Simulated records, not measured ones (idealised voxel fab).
process module | voxel ribs on slabs
cross-section cut | 190 nm wide | cells 5 nm
A cross-section is a grid of square cells, given in bands from the top down. A band is one or more rows of cells.
Each band's line starts with the height of the band's top and of its bottom, in nm. Then come its materials from left to right, each with its width in nm. One material with "throughout" fills the band from edge to edge. "air" is empty space.
Height 0 is the level under which the wafer as received is all one material. The lowest band goes on downwards, as in "0 down".
A width such as "30 to 40" changes by the same amount from each row of cells to the next, from the band's top row to its bottom row.
"no change" after a step means that no cell of the cross-section changed.
closed voids: empty space of 8 cells or more with no open way to the top, each as width x height at its distance from the left edge, in nm
after a step's settings: what the simulator itself notes on the step
overlay nm, on a step with a mask: how far to the right of its planned place the mask lay; to the left if negative
plan
1 op RECEIVE | material Si
2 op DIRECTIONAL_DEP | material SiO2 | thk nm 25
3 op DIRECTIONAL_DEP | material SiN | thk nm 15
4 op PATTERN | tone cover | mask id RIB | material resist | width nm 25 | thk nm 20 | overlay nm 0
5 op DIRECTIONAL_ETCH | etch materials SiN | depth nm 10
6 op STRIP | etch materials resist
7 op MASKED_ETCH | tone cover | mask id SLAB | width nm 75 | etch materials SiN | depth nm 5 | overlay nm 0
8 op FILL_DEP | material SiO2 | thk nm 15
9 op CMP | height nm 50
10 op DIRECTIONAL_DEP | material W | thk nm 5
11 op PATTERN | tone cover | mask id HEATER | material resist | width nm 35 | thk nm 20 | overlay nm 0
12 op DIRECTIONAL_ETCH | etch materials W | depth nm 5
13 op STRIP | etch materials resist
14 op CONFORMAL_DEP | material SiN | thk nm 10
first wafer, as planned
as received, after step 1
  0 down: Si throughout
  closed voids: none
after step 2
  25 to 0: SiO2 throughout
  below 0: unchanged
after step 3
  40 to 25: SiN throughout
  below 25: unchanged
after step 4
  60 to 40: air 80 | resist 25 | air 85
  below 40: unchanged
after step 5
  60 to 40: air 80 | resist 25 | air 85
  40 to 30: air 80 | SiN 25 | air 85
  below 30: unchanged
after step 6
  40 to 30: air 80 | SiN 25 | air 85
  below 30: unchanged
after step 7
  40 to 30: air 80 | SiN 25 | air 85
  30 to 25: air 55 | SiN 75 | air 60
  below 25: unchanged
after step 8
  55 to 40: SiO2 throughout
  40 to 30: SiO2 80 | SiN 25 | SiO2 85
  30 to 25: SiO2 55 | SiN 75 | SiO2 60
  below 25: unchanged
after step 9
  50 to 40: SiO2 throughout
  below 40: unchanged
after step 10
  55 to 50: W throughout
  below 50: unchanged
after step 11
  75 to 55: air 75 | resist 35 | air 80
  below 55: unchanged
after step 12
  75 to 55: air 75 | resist 35 | air 80
  55 to 50: air 75 | W 35 | air 80
  below 50: unchanged
after step 13
  55 to 50: air 75 | W 35 | air 80
  below 50: unchanged
after step 14
  65 to 60: air 65 | SiN 55 | air 70
  60 to 55: SiN throughout
  55 to 50: SiN 75 | W 35 | SiN 80
  below 50: unchanged
second wafer: like start, like plan, one mistake. Through step 1 it matches the first wafer
when step 2 should have ended
  15 to 0: SiN throughout
  below 0: unchanged
when step 3 should have ended
  40 to 15: SiO2 throughout
  below 15: unchanged
when step 4 should have ended
  60 to 40: air 80 | resist 25 | air 85
  below 40: unchanged
when step 5 should have ended: no change
when step 6 should have ended
  40 to 15: SiO2 throughout
  below 15: unchanged
when step 7 should have ended: no change
when step 8 should have ended
  55 to 15: SiO2 throughout
  below 15: unchanged
when step 9 should have ended
  50 to 15: SiO2 throughout
  below 15: unchanged
when step 10 should have ended
  55 to 50: W throughout
  below 50: unchanged
when step 11 should have ended
  75 to 55: air 75 | resist 35 | air 80
  below 55: unchanged
when step 12 should have ended
  75 to 55: air 75 | resist 35 | air 80
  55 to 50: air 75 | W 35 | air 80
  below 50: unchanged
when step 13 should have ended
  55 to 50: air 75 | W 35 | air 80
  below 50: unchanged
when step 14 should have ended
  65 to 60: air 65 | SiN 55 | air 70
  60 to 55: SiN throughout
  55 to 50: SiN 75 | W 35 | SiN 80
  below 50: unchanged
what went wrong: steps 2 and 3 were swapped
at the end the second wafer has, in cells: 89 more of SiN | 89 fewer of SiO2
